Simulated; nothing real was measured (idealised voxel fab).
process module | voxel double patterning
In the cross-section labelled cut, the width is 230 nm and each square cell is 5 nm.
Cross-section layout: square cells on a grid; listed as bands, top to bottom; a band spans one or more cell rows.
In this notation a band is specified by the heights of its top and bottom, in that order and in nm, after which its materials appear from left to right, each paired with its width in nm. The word "full width" attached to a single material means that material fills the band from edge to edge; the word "empty" stands for empty space.
Heads up on the height convention: 0 is the point under which the incoming wafer is all one material, and the lowest band has no bottom, it just keeps going down, like "0 down".
With a width like "30 to 40", each row of cells in the band differs from the next by the same amount, the top row carrying the first number and the bottom row the second.
"all unchanged" -> step changed no cross-section cell.
Basically, "Catalogued sealed voids" tells you about the enclosed voids: empty spaces with no open way to the top, 8 cells or bigger, each written width x height at distance, where distance is from the left edge, all in nm.
Note: text after step settings on the step line = simulator remark on that step.
"overlay nm" answers the question of how far to the right of plan the mask lay on a step that has a mask, and when it is negative the answer is to the left.
Steps in the process plan:
- 1: RECEIVE | material Si
- 2: CONFORMAL_DEP | material SiO2 | thk nm 5
- 3: DIRECTIONAL_DEP | material TiN | thk nm 10
- 4: DIRECTIONAL_DEP | material SiN | thk nm 5
- 5: MASKED_ETCH | tone open | mask id FIRST | width nm 15 | pitch nm 50 | etch materials SiN | depth nm 5 | overlay nm 0
- 6: MASKED_ETCH | tone open | mask id SECOND | width nm 15 | etch materials SiN | depth nm 5 | overlay nm 0
- 7: DIRECTIONAL_ETCH | etch materials TiN | depth nm 10
- 8: STRIP | etch materials SiN
The first of the two wafers, which ran as planned:
As-received wafer cross-section (after step 1):
* 0 down = Si full width
* Catalogued sealed voids: none
The wafer in cross-section once step 2 is complete:
* 5 to 0 = SiO2 full width
* Rest of section, below 0: as before.
The wafer in cross-section once step 3 is complete:
* 15 to 5 = TiN full width
* Rest of section, below 5: as before.
The wafer in cross-section once step 4 is complete:
* 20 to 15 = SiN full width
* Rest of section, below 15: as before.
The wafer in cross-section once step 5 is complete:
* 20 to 15 = 80 nm SiN, then 15 nm empty, then 35 nm SiN, then 15 nm empty, then 85 nm SiN
* Rest of section, below 15: as before.
The wafer in cross-section once step 6 is complete:
* 20 to 15 = 80 nm SiN, then 15 nm empty, then 10 nm SiN, then 15 nm empty, then 10 nm SiN, then 15 nm empty, then 85 nm SiN
* Rest of section, below 15: as before.
The wafer in cross-section once step 7 is complete:
* 20 to 15 = 80 nm SiN, then 15 nm empty, then 10 nm SiN, then 15 nm empty, then 10 nm SiN, then 15 nm empty, then 85 nm SiN
* 15 to 5 = 80 nm TiN, then 15 nm empty, then 10 nm TiN, then 15 nm empty, then 10 nm TiN, then 15 nm empty, then 85 nm TiN
* Rest of section, below 5: as before.
The wafer in cross-section once step 8 is complete:
* 15 to 5 = 80 nm TiN, then 15 nm empty, then 10 nm TiN, then 15 nm empty, then 10 nm TiN, then 15 nm empty, then 85 nm TiN
* Rest of section, below 5: as before.
The remaining wafer, second of the two, started like the first and was run to the same plan, except that one mistake was made along the way; the two coincide through step 2, inclusive:
Second wafer: cross-section at the scheduled end of step 3:
* 20 to 5 = TiN full width
* Rest of section, below 5: as before.
Second wafer: cross-section at the scheduled end of step 4:
* 25 to 20 = SiN full width
* Rest of section, below 20: as before.
Second wafer: cross-section at the scheduled end of step 5:
* 25 to 20 = 80 nm SiN, then 15 nm empty, then 35 nm SiN, then 15 nm empty, then 85 nm SiN
* Rest of section, below 20: as before.
Second wafer: cross-section at the scheduled end of step 6:
* 25 to 20 = 80 nm SiN, then 15 nm empty, then 10 nm SiN, then 15 nm empty, then 10 nm SiN, then 15 nm empty, then 85 nm SiN
* Rest of section, below 20: as before.
Second wafer: cross-section at the scheduled end of step 7:
* 25 to 20 = 80 nm SiN, then 15 nm empty, then 10 nm SiN, then 15 nm empty, then 10 nm SiN, then 15 nm empty, then 85 nm SiN
* 20 to 10 = 80 nm TiN, then 15 nm empty, then 10 nm TiN, then 15 nm empty, then 10 nm TiN, then 15 nm empty, then 85 nm TiN
* Rest of section, below 10: as before.
Second wafer: cross-section at the scheduled end of step 8:
* 20 to 10 = 80 nm TiN, then 15 nm empty, then 10 nm TiN, then 15 nm empty, then 10 nm TiN, then 15 nm empty, then 85 nm TiN
* Rest of section, below 10: as before.
Plan not followed: step 3: run off-plan, actual operation and settings DIRECTIONAL_DEP | material TiN | thk nm 15
Materials where the second wafer ends with more or fewer cells than the first: TiN: 46 more
